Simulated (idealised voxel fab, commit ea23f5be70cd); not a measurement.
Name of the process module below: voxel ribs on slabs
Square cell edge 5 nm, section width 140 nm, ID cut.
The cross-sections in this document take the form of a grid made of square cells. They are written out as bands, in order from top to bottom. Each band consists of one or more rows of cells.
The band entry comprises the height of the band's top followed by the height of its bottom, expressed in nm, and subsequently the band's materials from left to right, each stated together with its width in nm. Where a single material is marked with the word "edge to edge", that material fills the band from edge to edge. The word "blank" represents empty space.
For the purposes of this specification, 0 denotes the height below which the wafer in its as-received condition is composed wholly of one material, and the lowermost band, lacking a lower limit, extends downward without end, as expressed in "0 nm and below".
With a width like "30..40", each row of cells in the band differs from the next by the same amount, the top row carrying the first number and the bottom row the second.
"no change occurred", as given for a step, is the statement that not any cell of the cross-section underwent a change during that step.
Look at "Sealed internal cavities" for the closed voids: empty spaces with no open path to the top, sized 8 cells or up. Each is width x height at distance, distance from the left edge, all nm.
Post-settings text on a step line: simulator's own remark regarding the step.
The "overlay nm" setting may appear on a step's line; for a step that uses a mask, it gives how far to the right of its planned position the mask lay, and a negative value indicates the left.
Intended process steps
1,RECEIVE,material Si
2,DIRECTIONAL_DEP,material SiO2,thk nm 30
3,DIRECTIONAL_DEP,material SiN,thk nm 20
4,DIRECTIONAL_DEP,material aC,thk nm 15
5,PATTERN,tone cover,mask id RIB,material resist,width nm 20,thk nm 35,overlay nm 0
6,DIRECTIONAL_ETCH,etch materials aC,depth nm 15
7,STRIP,etch materials resist
8,DIRECTIONAL_ETCH,etch materials SiN,depth nm 10
9,STRIP,etch materials aC
10,DIRECTIONAL_DEP,material aC,thk nm 15
11,PATTERN,tone cover,mask id SLAB,material resist,width nm 50,thk nm 35,overlay nm 0
12,DIRECTIONAL_ETCH,etch materials aC,depth nm 15
13,STRIP,etch materials resist
14,DIRECTIONAL_ETCH,etch materials SiN,depth nm 10
15,STRIP,etch materials aC
16,FILL_DEP,material SiO2,thk nm 25
17,CMP,height nm 65
18,DIRECTIONAL_DEP,material TiN,thk nm 5
19,DIRECTIONAL_DEP,material aC,thk nm 10
20,PATTERN,tone cover,mask id HEATER,material resist,width nm 30,thk nm 25,overlay nm 0
21,DIRECTIONAL_ETCH,etch materials aC,depth nm 10
22,STRIP,etch materials resist
23,DIRECTIONAL_ETCH,etch materials TiN,depth nm 5
24,STRIP,etch materials aC
25,CONFORMAL_DEP,material SiN,thk nm 10
Cross-sectional view of the wafer in its as-received condition, corresponding to the state after step 1
0 nm and below = Si edge to edge
Sealed internal cavities: none
A wafer at the end: this start, this plan, one mistake
80 nm to 75 nm = blank (45); SiN (50); blank (45)
75 nm to 70 nm = SiN edge to edge
70 nm to 65 nm = SiN (55); TiN (30); SiN (55)
65 nm to 50 nm = TiN edge to edge
50 nm to 30 nm = SiN edge to edge
30 nm to 0 nm = SiO2 edge to edge
0 nm and below = Si edge to edge
Sealed internal cavities: none
Want to know what went wrong? step 4 did not happen as planned, as run it was DIRECTIONAL_DEP,material TiN,thk nm 15
